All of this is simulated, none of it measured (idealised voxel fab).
process module | voxel quadruple lines
cross-section cut | 245 nm wide | cells 5 nm
A cross-section is a grid of square cells, given in bands from the top down. A band is one or more rows of cells.
Each band's line starts with the height of the band's top and of its bottom, in nm. Then come its materials from left to right, each with its width in nm. One material with "throughout" fills the band from edge to edge. "air" is empty space.
Height 0 is the level under which the wafer as received is all one material. The lowest band goes on downwards, as in "0 down".
A width such as "30 to 40" changes by the same amount from each row of cells to the next, from the band's top row to its bottom row.
"no change" after a step means that no cell of the cross-section changed.
closed voids: empty space of 8 cells or more with no open way to the top, each as width x height at its distance from the left edge, in nm
after a step's settings: what the simulator itself notes on the step
overlay nm, on a step with a mask: how far to the right of its planned place the mask lay; to the left if negative
plan
1 op RECEIVE | material Si
2 op CONFORMAL_DEP | material Al2O3 | thk nm 5
3 op DIRECTIONAL_DEP | material Ru | thk nm 10
4 op DIRECTIONAL_DEP | material polySi | thk nm 15
5 op DIRECTIONAL_DEP | material aC | thk nm 25
6 op PATTERN | tone cover | mask id MANDREL | material resist | width nm 25 | pitch nm 100 | thk nm 30 | overlay nm 0
7 op DIRECTIONAL_ETCH | etch materials aC | depth nm 25
8 op STRIP | etch materials resist
9 op CONFORMAL_DEP | material SiO2 | thk nm 15
10 op DIRECTIONAL_ETCH | etch materials SiO2 | depth nm 15
11 op STRIP | etch materials aC
12 op DIRECTIONAL_ETCH | etch materials polySi | depth nm 15
13 op STRIP | etch materials SiO2
14 op CONFORMAL_DEP | material SiN | thk nm 10
15 op DIRECTIONAL_ETCH | etch materials SiN | depth nm 10
16 op STRIP | etch materials polySi
17 op DIRECTIONAL_ETCH | etch materials Ru | depth nm 10
18 op STRIP | etch materials SiN
19 op FILL_DEP | material SiO2 | thk nm 5
20 op CMP | height nm 15
varied across the wafers: width nm of step 6. The plan shows the first wafer's value. All wafers start alike
first wafer as received, after step 1
  0 down: Si throughout
  closed voids: none
first wafer at the end, after step 20
  15 to 5: SiO2 35 | Ru 10 | SiO2 15 | Ru 10 | SiO2 5 | Ru 10 | SiO2 15 | Ru 10 | SiO2 25 | Ru 10 | SiO2 15 | Ru 10 | SiO2 5 | Ru 10 | SiO2 15 | Ru 10 | SiO2 35
  5 to 0: Al2O3 throughout
  0 down: Si throughout
  closed voids: none
last wafer at the end
  15 to 5: SiO2 25 | Ru 10 | SiO2 15 | Ru 10 | SiO2 30 | Ru 10 | SiO2 15 | Ru 20 | SiO2 15 | Ru 10 | SiO2 30 | Ru 10 | SiO2 15 | Ru 10 | SiO2 20
  5 to 0: Al2O3 throughout
  0 down: Si throughout
  closed voids: none
each wafer at the end: cells of each material gained (+) or lost (-) since it was received, then its closed voids
width nm 25 | +49 Al2O3 | +32 Ru | +66 SiO2 | closed voids: none
width nm 30 | +49 Al2O3 | +32 Ru | +66 SiO2 | closed voids: none
width nm 35 | +49 Al2O3 | +32 Ru | +66 SiO2 | closed voids: none
width nm 40 | +49 Al2O3 | +32 Ru | +66 SiO2 | closed voids: none
width nm 45 | +49 Al2O3 | +32 Ru | +66 SiO2 | closed voids: none
width nm 50 | +49 Al2O3 | +32 Ru | +66 SiO2 | closed voids: none
